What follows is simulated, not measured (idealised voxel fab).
The document below concerns the process module designated voxel quadruple lines.
It is cross-section cut that appears here, measuring 190 nm in width, its square cells being 5 nm in size.
When this document writes out a cross-section, it uses a grid of square cells and lists it as bands, beginning at the top and moving down, with a band standing for one or more rows of cells.
Quick guide to a band line: top height, bottom height (nm) up front; then every material left to right with its width in nm. Only one material and it's marked "throughout"? Then it fills the band edge to edge. And "blank" just means empty space.
Counting heights begins at 0, where everything beneath is, in the wafer as received, one material. The lowest band has no bottom; it goes on downwards, as "top 0, no bottom" shows.
A two-number width, for instance "30->40", indicates that the width is equal to the first number in the top row of the band and to the second number in the bottom row, and that it changes by a constant amount per row of cells.
The designation "no change", where it is given for a processing step, indicates that no cell of the cross-section was altered in the course of that step.
Empty spaces without an open route to the top, at least 8 cells in extent, make up the entry "Unvented voids"; each is given as width x height at distance, where the distance is measured from the left edge, and all are in nm.
The remark found on a step's line after its settings is issued by the simulator itself and pertains to that step.
Each step line may optionally specify "overlay nm", which for a step with a mask gives the rightward distance between the mask's planned place and where it lay, a negative value indicating the leftward direction.
THE STEPS PLANNED FOR THE PROCESS ARE AS FOLLOWS
1: RECEIVE [material Si]
2: CONFORMAL_DEP [material SiO2] [thk nm 5]
3: DIRECTIONAL_DEP [material Ru] [thk nm 10]
4: DIRECTIONAL_DEP [material polySi] [thk nm 15]
5: DIRECTIONAL_DEP [material aC] [thk nm 25]
6: PATTERN [tone cover] [mask id MANDREL] [material resist] [width nm 30] [thk nm 30] [overlay nm 0]
7: DIRECTIONAL_ETCH [etch materials aC] [depth nm 25]
8: STRIP [etch materials resist]
9: CONFORMAL_DEP [material SiO2] [thk nm 10]
10: DIRECTIONAL_ETCH [etch materials SiO2] [depth nm 10]
11: STRIP [etch materials aC]
12: DIRECTIONAL_ETCH [etch materials polySi] [depth nm 15]
13: STRIP [etch materials SiO2]
14: CONFORMAL_DEP [material SiCN] [thk nm 10]
15: DIRECTIONAL_ETCH [etch materials SiCN] [depth nm 10]
16: STRIP [etch materials polySi]
17: DIRECTIONAL_ETCH [etch materials Ru] [depth nm 10]
18: STRIP [etch materials SiCN]
ACCOUNT OF THE FIRST OF TWO WAFERS, WHICH WAS PROCESSED AS INTENDED
CROSS-SECTION OF THE WAFER UPON ARRIVAL, REPRESENTING THE STATE REACHED AFTER STEP 1
    top 0, no bottom  Si throughout
    Unvented voids: none
WAFER SECTION VIEW AFTER PROCESSING STEP 2
    top 5, bottom 0  SiO2 throughout
    Below 0, the layers are the same as they were.
WAFER SECTION VIEW AFTER PROCESSING STEP 3
    top 15, bottom 5  Ru throughout
    Below 5, the layers are the same as they were.
WAFER SECTION VIEW AFTER PROCESSING STEP 4
    top 30, bottom 15  polySi throughout
    Below 15, the layers are the same as they were.
WAFER SECTION VIEW AFTER PROCESSING STEP 5
    top 55, bottom 30  aC throughout
    Below 30, the layers are the same as they were.
WAFER SECTION VIEW AFTER PROCESSING STEP 6
    top 85, bottom 55  80 blank | 30 resist | 80 blank
    Below 55, the layers are the same as they were.
WAFER SECTION VIEW AFTER PROCESSING STEP 7
    top 60, bottom 55  80 blank | 30 resist | 80 blank
    top 55, bottom 30  80 blank | 30 aC | 80 blank
    Below 30, the layers are the same as they were.
WAFER SECTION VIEW AFTER PROCESSING STEP 8
    top 55, bottom 30  80 blank | 30 aC | 80 blank
    Below 30, the layers are the same as they were.
WAFER SECTION VIEW AFTER PROCESSING STEP 9
    top 65, bottom 55  70 blank | 50 SiO2 | 70 blank
    top 55, bottom 40  70 blank | 10 SiO2 | 30 aC | 10 SiO2 | 70 blank
    top 40, bottom 30  80 SiO2 | 30 aC | 80 SiO2
    Below 30, the layers are the same as they were.
WAFER SECTION VIEW AFTER PROCESSING STEP 10
    top 55, bottom 30  70 blank | 10 SiO2 | 30 aC | 10 SiO2 | 70 blank
    Below 30, the layers are the same as they were.
WAFER SECTION VIEW AFTER PROCESSING STEP 11
    top 55, bottom 30  70 blank | 10 SiO2 | 30 blank | 10 SiO2 | 70 blank
    Below 30, the layers are the same as they were.
WAFER SECTION VIEW AFTER PROCESSING STEP 12
    top 55, bottom 30  70 blank | 10 SiO2 | 30 blank | 10 SiO2 | 70 blank
    top 30, bottom 15  70 blank | 10 polySi | 30 blank | 10 polySi | 70 blank
    Below 15, the layers are the same as they were.
WAFER SECTION VIEW AFTER PROCESSING STEP 13
    top 30, bottom 15  70 blank | 10 polySi | 30 blank | 10 polySi | 70 blank
    Below 15, the layers are the same as they were.
WAFER SECTION VIEW AFTER PROCESSING STEP 14
    top 40, bottom 30  60 blank | 30 SiCN | 10 blank | 30 SiCN | 60 blank
    top 30, bottom 25  60 blank | 10 SiCN | 10 polySi | 10 SiCN | 10 blank | 10 SiCN | 10 polySi | 10 SiCN | 60 blank
    top 25, bottom 15  70 SiCN | 10 polySi | 30 SiCN | 10 polySi | 70 SiCN
    Below 15, the layers are the same as they were.
WAFER SECTION VIEW AFTER PROCESSING STEP 15
    top 30, bottom 15  60 blank | 10 SiCN | 10 polySi | 10 SiCN | 10 blank | 10 SiCN | 10 polySi | 10 SiCN | 60 blank
    Below 15, the layers are the same as they were.
WAFER SECTION VIEW AFTER PROCESSING STEP 16
    top 30, bottom 15  60 blank | 10 SiCN | 10 blank | 10 SiCN | 10 blank | 10 SiCN | 10 blank | 10 SiCN | 60 blank
    Below 15, the layers are the same as they were.
WAFER SECTION VIEW AFTER PROCESSING STEP 17
    top 30, bottom 15  60 blank | 10 SiCN | 10 blank | 10 SiCN | 10 blank | 10 SiCN | 10 blank | 10 SiCN | 60 blank
    top 15, bottom 5  60 blank | 10 Ru | 10 blank | 10 Ru | 10 blank | 10 Ru | 10 blank | 10 Ru | 60 blank
    Below 5, the layers are the same as they were.
WAFER SECTION VIEW AFTER PROCESSING STEP 18
    top 15, bottom 5  60 blank | 10 Ru | 10 blank | 10 Ru | 10 blank | 10 Ru | 10 blank | 10 Ru | 60 blank
    Below 5, the layers are the same as they were.
HERE THE SECOND WAFER IS DESCRIBED. ITS START AND ITS PLAN WERE THOSE OF THE FIRST WAFER. ITS RUN CONTAINED ONE MISTAKE. UP TO AND INCLUDING STEP 1, IT DID EXACTLY WHAT THE FIRST WAFER DID
Planned end of step 2: second wafer, cross-section: no change
PLANNED END OF STEP 3: SECOND WAFER, CROSS-SECTION
    top 10, bottom 0  Ru throughout
    Below 0, the layers are the same as they were.
PLANNED END OF STEP 4: SECOND WAFER, CROSS-SECTION
    top 25, bottom 10  polySi throughout
    Below 10, the layers are the same as they were.
PLANNED END OF STEP 5: SECOND WAFER, CROSS-SECTION
    top 50, bottom 25  aC throughout
    Below 25, the layers are the same as they were.
PLANNED END OF STEP 6: SECOND WAFER, CROSS-SECTION
    top 80, bottom 50  80 blank | 30 resist | 80 blank
    Below 50, the layers are the same as they were.
PLANNED END OF STEP 7: SECOND WAFER, CROSS-SECTION
    top 55, bottom 50  80 blank | 30 resist | 80 blank
    top 50, bottom 25  80 blank | 30 aC | 80 blank
    Below 25, the layers are the same as they were.
PLANNED END OF STEP 8: SECOND WAFER, CROSS-SECTION
    top 50, bottom 25  80 blank | 30 aC | 80 blank
    Below 25, the layers are the same as they were.
PLANNED END OF STEP 9: SECOND WAFER, CROSS-SECTION
    top 60, bottom 50  70 blank | 50 SiO2 | 70 blank
    top 50, bottom 35  70 blank | 10 SiO2 | 30 aC | 10 SiO2 | 70 blank
    top 35, bottom 25  80 SiO2 | 30 aC | 80 SiO2
    Below 25, the layers are the same as they were.
PLANNED END OF STEP 10: SECOND WAFER, CROSS-SECTION
    top 50, bottom 25  70 blank | 10 SiO2 | 30 aC | 10 SiO2 | 70 blank
    Below 25, the layers are the same as they were.
PLANNED END OF STEP 11: SECOND WAFER, CROSS-SECTION
    top 50, bottom 25  70 blank | 10 SiO2 | 30 blank | 10 SiO2 | 70 blank
    Below 25, the layers are the same as they were.
PLANNED END OF STEP 12: SECOND WAFER, CROSS-SECTION
    top 50, bottom 25  70 blank | 10 SiO2 | 30 blank | 10 SiO2 | 70 blank
    top 25, bottom 10  70 blank | 10 polySi | 30 blank | 10 polySi | 70 blank
    Below 10, the layers are the same as they were.
PLANNED END OF STEP 13: SECOND WAFER, CROSS-SECTION
    top 25, bottom 10  70 blank | 10 polySi | 30 blank | 10 polySi | 70 blank
    Below 10, the layers are the same as they were.
PLANNED END OF STEP 14: SECOND WAFER, CROSS-SECTION
    top 35, bottom 25  60 blank | 30 SiCN | 10 blank | 30 SiCN | 60 blank
    top 25, bottom 20  60 blank | 10 SiCN | 10 polySi | 10 SiCN | 10 blank | 10 SiCN | 10 polySi | 10 SiCN | 60 blank
    top 20, bottom 10  70 SiCN | 10 polySi | 30 SiCN | 10 polySi | 70 SiCN
    Below 10, the layers are the same as they were.
PLANNED END OF STEP 15: SECOND WAFER, CROSS-SECTION
    top 25, bottom 10  60 blank | 10 SiCN | 10 polySi | 10 SiCN | 10 blank | 10 SiCN | 10 polySi | 10 SiCN | 60 blank
    Below 10, the layers are the same as they were.
PLANNED END OF STEP 16: SECOND WAFER, CROSS-SECTION
    top 25, bottom 10  60 blank | 10 SiCN | 10 blank | 10 SiCN | 10 blank | 10 SiCN | 10 blank | 10 SiCN | 60 blank
    Below 10, the layers are the same as they were.
PLANNED END OF STEP 17: SECOND WAFER, CROSS-SECTION
    top 25, bottom 10  60 blank | 10 SiCN | 10 blank | 10 SiCN | 10 blank | 10 SiCN | 10 blank | 10 SiCN | 60 blank
    top 10, bottom 0  60 blank | 10 Ru | 10 blank | 10 Ru | 10 blank | 10 Ru | 10 blank | 10 Ru | 60 blank
    Below 0, the layers are the same as they were.
PLANNED END OF STEP 18: SECOND WAFER, CROSS-SECTION
    top 10, bottom 0  60 blank | 10 Ru | 10 blank | 10 Ru | 10 blank | 10 Ru | 10 blank | 10 Ru | 60 blank
    Below 0, the layers are the same as they were.
What was done differently from what was planned? yeah, step 2 of the plan got skipped, never ran
Wafer comparison, final, in cells, second relative to first, materials more or fewer: 38 fewer of SiO2
